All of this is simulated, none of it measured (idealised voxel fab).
The process module presented herein is designated voxel wiring stack.
Square cells of 5 nm make up the cross-section cut, whose width is 225 nm.
Format of a cross-section: grid, square cells. Given as bands. Order: top down. Band: one or more rows of cells.
Per band: top height and bottom height in nm, followed by the left-to-right materials and their widths in nm; "throughout" marks a single material spanning edge to edge, "empty" marks empty space.
Heights are expressed relative to 0, this being the level below which the as-received wafer comprises one material exclusively. The lowest band is unbounded in the downward direction and is denoted as in "0 -> down".
The notation "30 to 40" denotes a width that varies across the rows of cells in the band, beginning at the first number in the top row, finishing at the second number in the bottom row, and changing by an identical amount from each row to the next.
Key: "nothing changed" - step with no changed cell in the cross-section.
Enclosed voids (no open way to top), threshold 8 cells or more, entry "Sealed void listing", notation width x height at distance, distance from left edge, nm.
Read whatever lies past the settings on a step's line as the simulator's own remark about the step.
overlay nm: how far to the right of its planned place the mask lay on this masked step (negative: to the left).

# Planned process steps
1) RECEIVE: material Si
2) CONFORMAL_DEP: material SiO2, thk nm 15
3) DIRECTIONAL_DEP: material TiN, thk nm 5
4) DIRECTIONAL_DEP: material Ru, thk nm 20
5) MASKED_ETCH: tone cover, mask id METAL_1, width nm 20, pitch nm 40, etch materials Ru, depth nm 20, overlay nm 0
6) MASKED_ETCH: tone cover, mask id METAL_1, width nm 20, pitch nm 40, etch materials TiN, depth nm 5, overlay nm 0
7) FILL_DEP: material lowk, thk nm 5
8) CMP: height nm 40
9) CONFORMAL_DEP: material SiCN, thk nm 5
10) DIRECTIONAL_DEP: material SiO2, thk nm 20
11) DIRECTIONAL_DEP: material aC, thk nm 10
12) PATTERN: tone open, mask id PLUG_1, material resist, width nm 15, thk nm 25, overlay nm 0
13) DIRECTIONAL_ETCH: etch materials aC, depth nm 10
14) STRIP: etch materials resist
15) DIRECTIONAL_ETCH: etch materials SiO2, depth nm 20
16) DIRECTIONAL_ETCH: etch materials SiCN, depth nm 5
17) STRIP: etch materials aC
18) CONFORMAL_DEP: material TiN, thk nm 5
19) FILL_DEP: material Ru, thk nm 10
20) CMP: height nm 65
21) CONFORMAL_DEP: material SiN, thk nm 5
22) DIRECTIONAL_DEP: material SiO2, thk nm 20
23) DIRECTIONAL_DEP: material aC, thk nm 15
24) PATTERN: tone open, mask id METAL_2, material resist, width nm 20, pitch nm 40, thk nm 30, overlay nm 0
25) DIRECTIONAL_ETCH: etch materials aC, depth nm 15
26) STRIP: etch materials resist
27) DIRECTIONAL_ETCH: etch materials SiO2, depth nm 20
28) DIRECTIONAL_ETCH: etch materials SiN, depth nm 5
29) STRIP: etch materials aC
30) CONFORMAL_DEP: material TiN, thk nm 5
31) FILL_DEP: material Cu, thk nm 5
32) CMP: height nm 90
33) EPI: material Ru, thk nm 5
34) FILL_DEP: material SiCN, thk nm 5
35) DIRECTIONAL_DEP: material SiO2, thk nm 30
36) MASKED_ETCH: tone open, mask id METAL_3_HOLES, width nm 15, etch materials SiO2, depth nm 30, overlay nm -15
37) MASKED_ETCH: tone open, mask id METAL_3, width nm 20, pitch nm 40, etch materials SiO2, depth nm 15, overlay nm 0
38) MASKED_ETCH: tone open, mask id METAL_3, width nm 20, pitch nm 40, etch materials SiCN, depth nm 5, overlay nm 0
39) CONFORMAL_DEP: material TiN, thk nm 5
40) FILL_DEP: material Cu, thk nm 10
41) CMP: height nm 130
42) CONFORMAL_DEP: material SiN, thk nm 5
Where the wafers of this document differ is in the overlay nm of step 36; they start out the same, and the plan states the value that applied to the first wafer.

# Cross-section: the first of several wafers in its as-received state, i.e. following step 1
	0 -> down = Si throughout
	Sealed void listing: none

# The first of several wafers, seen in cross-section after the module's last step, step 42
	135 -> 130 = SiN throughout
	130 -> 120 = 65 SiO2 / 5 TiN / 25 Cu / 5 TiN / 20 SiO2 / 5 TiN / 10 Cu / 5 TiN / 85 SiO2
	120 -> 115 = 65 SiO2 / 5 TiN / 5 Cu / 25 TiN / 20 SiO2 / 20 TiN / 85 SiO2
	115 -> 105 = 65 SiO2 / 5 TiN / 5 Cu / 5 TiN / 145 SiO2
	105 -> 100 = 65 SiO2 / 15 TiN / 145 SiO2
	100 -> 95 = SiCN throughout
	95 -> 90 = 75 SiCN / 30 Ru / 10 SiCN / 30 Ru / 80 SiCN
	90 -> 70 = 80 SiO2 / 5 TiN / 10 Cu / 5 TiN / 20 SiO2 / 5 TiN / 10 Cu / 5 TiN / 85 SiO2
	70 -> 65 = 80 SiN / 20 TiN / 20 SiN / 20 TiN / 85 SiN
	65 -> 45 = 80 SiO2 / 5 TiN / 5 Ru / 5 TiN / 130 SiO2
	45 -> 40 = 80 SiCN / 15 TiN / 130 SiCN
	40 -> 20 = 80 lowk / 20 Ru / 20 lowk / 20 Ru / 85 lowk
	20 -> 15 = 80 lowk / 20 TiN / 20 lowk / 20 TiN / 85 lowk
	15 -> 0 = SiO2 throughout
	0 -> down = Si throughout
	Sealed void listing: none

# Final wafer of several, shown in cross-section at the end of the module
	135 -> 130 = SiN throughout
	130 -> 120 = 80 SiO2 / 5 TiN / 20 Cu / 5 TiN / 10 SiO2 / 5 TiN / 10 Cu / 5 TiN / 85 SiO2
	120 -> 115 = 80 SiO2 / 20 TiN / 5 Cu / 5 TiN / 10 SiO2 / 20 TiN / 85 SiO2
	115 -> 105 = 95 SiO2 / 5 TiN / 5 Cu / 5 TiN / 115 SiO2
	105 -> 100 = 95 SiO2 / 15 TiN / 115 SiO2
	100 -> 95 = 95 SiCN / 5 TiN / 125 SiCN
	95 -> 90 = 75 SiCN / 30 Ru / 10 SiCN / 30 Ru / 80 SiCN
	90 -> 70 = 80 SiO2 / 5 TiN / 10 Cu / 5 TiN / 20 SiO2 / 5 TiN / 10 Cu / 5 TiN / 85 SiO2
	70 -> 65 = 80 SiN / 20 TiN / 20 SiN / 20 TiN / 85 SiN
	65 -> 45 = 80 SiO2 / 5 TiN / 5 Ru / 5 TiN / 130 SiO2
	45 -> 40 = 80 SiCN / 15 TiN / 130 SiCN
	40 -> 20 = 80 lowk / 20 Ru / 20 lowk / 20 Ru / 85 lowk
	20 -> 15 = 80 lowk / 20 TiN / 20 lowk / 20 TiN / 85 lowk
	15 -> 0 = SiO2 throughout
	0 -> down = Si throughout
	Sealed void listing: none

# What follows is a table in which each wafer occupies a row; for the wafer as it stands at the close of the module, the row states, material by material, how many cells have been gained (+) or lost (-) since receipt, and then gives its closed voids
overlay nm -15 | +33 Cu | +48 Ru | +120 SiCN | +82 SiN | +679 SiO2 | +68 TiN | +185 lowk | Sealed void listing: none
overlay nm -10 | +31 Cu | +48 Ru | +119 SiCN | +82 SiN | +682 SiO2 | +68 TiN | +185 lowk | Sealed void listing: none
overlay nm -5 | +29 Cu | +48 Ru | +118 SiCN | +82 SiN | +685 SiO2 | +68 TiN | +185 lowk | Sealed void listing: none
overlay nm 0 | +28 Cu | +48 Ru | +117 SiCN | +82 SiN | +688 SiO2 | +67 TiN | +185 lowk | Sealed void listing: none
overlay nm 5 | +28 Cu | +48 Ru | +117 SiCN | +82 SiN | +688 SiO2 | +67 TiN | +185 lowk | Sealed void listing: none
overlay nm 10 | +29 Cu | +48 Ru | +118 SiCN | +82 SiN | +685 SiO2 | +68 TiN | +185 lowk | Sealed void listing: none
overlay nm 15 | +31 Cu | +48 Ru | +119 SiCN | +82 SiN | +682 SiO2 | +68 TiN | +185 lowk | Sealed void listing: none
